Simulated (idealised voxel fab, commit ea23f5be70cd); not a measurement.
Process module, titled voxel released beams
Square cells of 5 nm make up the cross-section cut, whose width is 290 nm.
Reading order for cross-sections: top band down to bottom band. Underlying form: a grid of square cells. Band size: one or more rows of cells.
Top height, bottom height, nm. Materials left to right, width each, nm. Single material + "full width" = fills band edge to edge. "blank" = empty.
Below 0: as-received wafer, all one material; heights counted from there. Lowest band: no bottom, goes on down, written "0 -> down".
A width such as "30->40" changes by the same amount from each row of cells to the next, from the band's top row to its bottom row.
Where the words "left unchanged" appear for a step, the cross-section shows no cell changed by that step; every cell remained as before.
Listed in "Closed cavities": every empty space of 8 or more cells without an open way to the top. Form: width x height at distance, the distance being from the left edge, all in nm.
Text after the settings on a step's line: the simulator's own remark on that step.
You can add "overlay nm" to a step's line. For a step with a mask, it describes how far the mask lay to the right of its planned position, and a negative number describes a lay to the left.
Steps in the process plan
1: RECEIVE (material Si)
2: CONFORMAL_DEP (material SiN; thk nm 5)
3: DIRECTIONAL_DEP (material SiO2; thk nm 10)
4: DIRECTIONAL_DEP (material aC; thk nm 10)
5: PATTERN (tone open; mask id ANCHOR; material resist; width nm 40; thk nm 25; overlay nm 0)
6: DIRECTIONAL_ETCH (etch materials aC; depth nm 10)
7: STRIP (etch materials resist)
8: DIRECTIONAL_ETCH (etch materials SiO2; depth nm 10)
9: STRIP (etch materials aC)
10: CONFORMAL_DEP (material W; thk nm 15)
11: MASKED_ETCH (tone cover; mask id BEAM; width nm 120; etch materials W; depth nm 15; overlay nm 0)
12: STRIP (etch materials SiO2)
Cross-section of the wafer upon arrival, representing the state reached after step 1
0 -> down  Si full width
Closed cavities: none
One mistake in running the module, otherwise start and plan as above: cross-section at the end
40 -> 30  80 of blank, 20 of W, 10 of blank, 90 of W, 90 of blank
30 -> 25  80 of blank, 120 of W, 90 of blank
25 -> 15  85 of blank, 40 of W, 165 of blank
15 -> 0  SiN full width
0 -> down  Si full width
Closed cavities: none
Misprocessing identified: step 2, actual vs plan mismatch, actual run CONFORMAL_DEP (material SiN; thk nm 15)
